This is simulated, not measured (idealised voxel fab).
The name of this process module is voxel self aligned vias.
We display cut, a cross-section 200 nm in width whose square cells are each 5 nm.
Reading order for cross-sections: top band down to bottom band. Underlying form: a grid of square cells. Band size: one or more rows of cells.
First you get the band's top height and its bottom height, in nm, and then the materials it's made of, left to right, with each width in nm. If you see a single material with "throughout", that one covers the band edge to edge. "blank" is empty space.
Height is counted from the level 0, under which the received wafer is composed throughout of one material. The lowest of the bands is not closed at the bottom but continues downward, in the notation "0 -> down".
Top row gets the first number, bottom row gets the second, and each row in between changes by the same step: that is how a band width like "30 to 40" works.
Any step labelled "remains unaltered" changed none of the cells in the cross-section.
Empty spaces counting at least 8 cells and having no open way to the top are listed in "Internal closed voids". The notation width x height at distance is used for each, the distance being from the left edge and all three values in nm.
Heads up: the bit after the settings on a step's line is the simulator's remark on that step.
A step line may carry the setting "overlay nm", which, for steps involving a mask, states the distance by which the mask lay to the right of its intended position; negative values denote displacement to the left.
This section lists the process steps that were planned
1,RECEIVE (material Si)
2,CONFORMAL_DEP (material SiO2; thk nm 10)
3,CONFORMAL_DEP (material SiCN; thk nm 5)
4,DIRECTIONAL_DEP (material SiO2; thk nm 30)
5,PATTERN (tone open; mask id LINES; material resist; width nm 20; pitch nm 70; thk nm 15; overlay nm 0)
6,DIRECTIONAL_ETCH (etch materials SiO2; depth nm 30)
7,STRIP (etch materials resist)
8,CONFORMAL_DEP (material TiN; thk nm 5)
9,FILL_DEP (material Ru; thk nm 10)
10,CMP (height nm 45)
11,SELECTIVE_ETCH (etch materials W Ru TiN; depth nm 5)
12,FILL_DEP (material SiN; thk nm 5)
13,CMP (height nm 45)
14,DIRECTIONAL_DEP (material SiO2; thk nm 20)
15,PATTERN (tone open; mask id VIAS; material resist; width nm 50; pitch nm 70; thk nm 15; overlay nm 0)
16,DIRECTIONAL_ETCH (etch materials SiO2; depth nm 20)
17,DIRECTIONAL_ETCH (etch materials SiN; depth nm 5)
18,STRIP (etch materials resist)
19,CONFORMAL_DEP (material TiN; thk nm 5)
20,FILL_DEP (material W; thk nm 5)
21,CMP (height nm 65)
22,CONFORMAL_DEP (material SiCN; thk nm 5)
Among the wafers covered here, the point of difference is the width nm at step 5; their starting state is shared, and the plan presents the value of the first wafer.
The first of several wafers, as received after step 1, seen in section
  0 -> down = Si throughout
  Internal closed voids: none
The first of several wafers, seen in cross-section after the module's last step, step 22
  70 -> 65 = SiCN throughout
  65 -> 50 = SiO2=40, then TiN=5, then W=40, then TiN=5, then SiO2=20, then TiN=5, then W=40, then TiN=5, then SiO2=40
  50 -> 45 = SiO2=40, then TiN=20, then W=10, then TiN=20, then SiO2=20, then TiN=20, then W=10, then TiN=20, then SiO2=40
  45 -> 40 = SiO2=55, then TiN=20, then SiO2=50, then TiN=20, then SiO2=55
  40 -> 20 = SiO2=55, then TiN=5, then Ru=10, then TiN=5, then SiO2=50, then TiN=5, then Ru=10, then TiN=5, then SiO2=55
  20 -> 15 = SiO2=55, then TiN=20, then SiO2=50, then TiN=20, then SiO2=55
  15 -> 10 = SiCN throughout
  10 -> 0 = SiO2 throughout
  0 -> down = Si throughout
  Internal closed voids: none
Cross-section at module completion, last wafer
  70 -> 65 = SiCN throughout
  65 -> 50 = SiO2=40, then TiN=5, then W=40, then TiN=5, then SiO2=20, then TiN=5, then W=40, then TiN=5, then SiO2=40
  50 -> 45 = SiO2=40, then TiN=10, then W=35, then TiN=5, then SiO2=20, then TiN=10, then W=35, then TiN=5, then SiO2=40
  45 -> 40 = SiO2=45, then TiN=45, then SiO2=25, then TiN=45, then SiO2=40
  40 -> 20 = SiO2=45, then TiN=5, then Ru=35, then TiN=5, then SiO2=25, then TiN=5, then Ru=35, then TiN=5, then SiO2=40
  20 -> 15 = SiO2=45, then TiN=45, then SiO2=25, then TiN=45, then SiO2=40
  15 -> 10 = SiCN throughout
  10 -> 0 = SiO2 throughout
  0 -> down = Si throughout
  Internal closed voids: none
Quick key for the table: a row per wafer, taken at the end of the module. For each material it tells you how many cells the wafer gained (+) or lost (-) since it came in, and the closed voids come after
width nm 20; +16 Ru; +80 SiCN; +352 SiO2; +60 TiN; +52 W; Internal closed voids: none
width nm 25; +24 Ru; +80 SiCN; +340 SiO2; +62 TiN; +54 W; Internal closed voids: none
width nm 30; +32 Ru; +80 SiCN; +328 SiO2; +64 TiN; +56 W; Internal closed voids: none
width nm 35; +40 Ru; +80 SiCN; +316 SiO2; +66 TiN; +58 W; Internal closed voids: none
width nm 40; +48 Ru; +80 SiCN; +304 SiO2; +68 TiN; +60 W; Internal closed voids: none
width nm 45; +56 Ru; +80 SiCN; +292 SiO2; +70 TiN; +62 W; Internal closed voids: none
